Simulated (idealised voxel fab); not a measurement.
voxel ribs on slabs: a process module
Square cell edge 5 nm, section width 240 nm, ID cut.
A cross-section is written here as square cells arranged in a grid, and it is given in bands from the top down, each band taking up one or more rows of cells.
A band entry consists of two parts. The first gives the height of the band's top and the height of its bottom, in nm. The rest lists the band's materials from left to right, each with its width in nm. A single material labelled with the word "edge to edge" fills the band from edge to edge, and the word "empty" marks empty space.
The level at which height equals 0 is the one under which the wafer, as it arrives, is entirely one material. No lower edge exists for the bottom band, which continues downward and is notated as in "0..down".
Per-row width for "30 to 40": begins at first number (top row of band), ends at second number (bottom row), increment between rows held constant.
No cell of the cross-section changed in a step that is given as "same as before".
What "Completely enclosed voids" gives you is every empty space of 8 cells or more that is cut off from the top. Each appears as width x height at distance, with the distance taken from the left edge and width, height and distance all in nm.
Formally, on a step line, whatever follows the settings is a remark that the simulator itself makes on the step.
On any step carrying a mask, the "overlay nm" setting, if present on the step's line, tells how far right of its planned place the mask lay; negative values point to the left.

## Intended process steps
- 1: RECEIVE: material Si
- 2: DIRECTIONAL_DEP: material SiO2, thk nm 25
- 3: DIRECTIONAL_DEP: material polySi, thk nm 20
- 4: PATTERN: tone cover, mask id RIB, material resist, width nm 30, thk nm 20, overlay nm 0
- 5: DIRECTIONAL_ETCH: etch materials polySi, depth nm 5
- 6: STRIP: etch materials resist
- 7: DIRECTIONAL_DEP: material aC, thk nm 15
- 8: PATTERN: tone cover, mask id SLAB, material resist, width nm 60, thk nm 35, overlay nm 0
- 9: DIRECTIONAL_ETCH: etch materials aC, depth nm 15
- 10: STRIP: etch materials resist
- 11: DIRECTIONAL_ETCH: etch materials polySi, depth nm 15
- 12: STRIP: etch materials aC
- 13: FILL_DEP: material SiO2, thk nm 30
- 14: CMP: height nm 65
- 15: DIRECTIONAL_DEP: material TiN, thk nm 5
- 16: MASKED_ETCH: tone cover, mask id HEATER, width nm 40, etch materials TiN, depth nm 5, overlay nm 0
- 17: CONFORMAL_DEP: material SiN, thk nm 5

## Delivered wafer in cross-section: state after step 1
0..down | Si edge to edge
Completely enclosed voids: none

## The first of the two wafers as seen in cross-section once the module was finished; processing followed the plan
75..70 | 95 nm empty | 50 nm SiN | 95 nm empty
70..65 | 100 nm SiN | 40 nm TiN | 100 nm SiN
65..45 | SiO2 edge to edge
45..40 | 105 nm SiO2 | 30 nm polySi | 105 nm SiO2
40..25 | 90 nm SiO2 | 60 nm polySi | 90 nm SiO2
25..0 | SiO2 edge to edge
0..down | Si edge to edge
Completely enclosed voids: none

## Cross-sectional image of the second wafer of the two following completion of the module. Starting state and process plan were the same as for the first wafer; one execution error occurred
75..70 | 95 nm empty | 50 nm SiN | 95 nm empty
70..65 | 100 nm SiN | 40 nm TiN | 100 nm SiN
65..60 | 105 nm SiO2 | 30 nm polySi | 105 nm SiO2
60..45 | 90 nm SiO2 | 60 nm polySi | 90 nm SiO2
45..25 | polySi edge to edge
25..0 | SiO2 edge to edge
0..down | Si edge to edge
Completely enclosed voids: none
Short version of what went wrong: step 3 from the plan got run twice
In the final state, the cell counts of the second wafer exceed or fall short of those of the first for the following materials: 192 fewer of SiO2, 192 more of polySi
